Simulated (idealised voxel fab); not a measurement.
Process module name: voxel ribs on slabs
This is section cut - it's 285 nm across, gridded in 5 nm square cells.
Cross-section, as written here: a square-cell grid given band by band from the top down, where a band holds one or more rows of cells. Top height, bottom height, nm. Materials left to right, width each, nm. Single material + "throughout" = fills band edge to edge. "blank" = empty. Basically, 0 is our baseline, since under it the wafer straight out of the box is all one material. The bottom band has no lower end and keeps on going down, so it looks like "top 0, no bottom". It should be noted that a width expressed as "30 to 40" varies in equal increments from row to row of cells within the band, taking the value of the first number at the top row and that of the second number at the bottom row. Step marked "nothing was modified"? Then no cell in the cross-section changed in it. The entry "Enclosed void catalog" lists the empty spaces that cover at least 8 cells and have no open path to the top. Each is written as width x height at distance, where the distance is measured from the left edge and all three values are in nm. That trailing text on a step's line, after the settings, is the simulator's own remark on the step. Steps that use a mask can have "overlay nm" on their line. It says how far the mask sat to the right of where it was meant to be. Negative means to the left.

### Process steps foreseen in the plan
- 1: RECEIVE with material Si
- 2: DIRECTIONAL_DEP with material SiO2, thk nm 30
- 3: DIRECTIONAL_DEP with material polySi, thk nm 20
- 4: PATTERN with tone cover, mask id RIB, material resist, width nm 25, thk nm 20, overlay nm 0
- 5: DIRECTIONAL_ETCH with etch materials polySi, depth nm 5
- 6: STRIP with etch materials resist
- 7: DIRECTIONAL_DEP with material aC, thk nm 10
- 8: PATTERN with tone cover, mask id SLAB, material resist, width nm 75, thk nm 30, overlay nm 0
- 9: DIRECTIONAL_ETCH with etch materials aC, depth nm 10
- 10: STRIP with etch materials resist
- 11: DIRECTIONAL_ETCH with etch materials polySi, depth nm 15
- 12: STRIP with etch materials aC
- 13: FILL_DEP with material SiO2, thk nm 25
- 14: CMP with height nm 65
- 15: DIRECTIONAL_DEP with material W, thk nm 10
- 16: MASKED_ETCH with tone cover, mask id HEATER, width nm 35, etch materials W, depth nm 10, overlay nm 0
- 17: CONFORMAL_DEP with material SiO2, thk nm 5

### This is the cross-section of the wafer as we received it, i.e. after step 1
  top 0, no bottom  Si throughout
  Enclosed void catalog: none

### One mistake in running the module, otherwise start and plan as above: cross-section at the end
  top 80, bottom 75  blank: 120, SiO2: 45, blank: 120
  top 75, bottom 70  blank: 120, SiO2: 5, W: 35, SiO2: 5, blank: 120
  top 70, bottom 65  SiO2: 125, W: 35, SiO2: 125
  top 65, bottom 50  SiO2 throughout
  top 50, bottom 45  SiO2: 130, polySi: 25, SiO2: 130
  top 45, bottom 30  SiO2: 110, polySi: 75, SiO2: 100
  top 30, bottom 0  SiO2 throughout
  top 0, no bottom  Si throughout
  Enclosed void catalog: none
It is concluded that the wafer was processed incorrectly with respect to the plan, in that planned and actual differ for step 8; actual: PATTERN with tone cover, mask id SLAB, material resist, width nm 75, thk nm 30, overlay nm 5
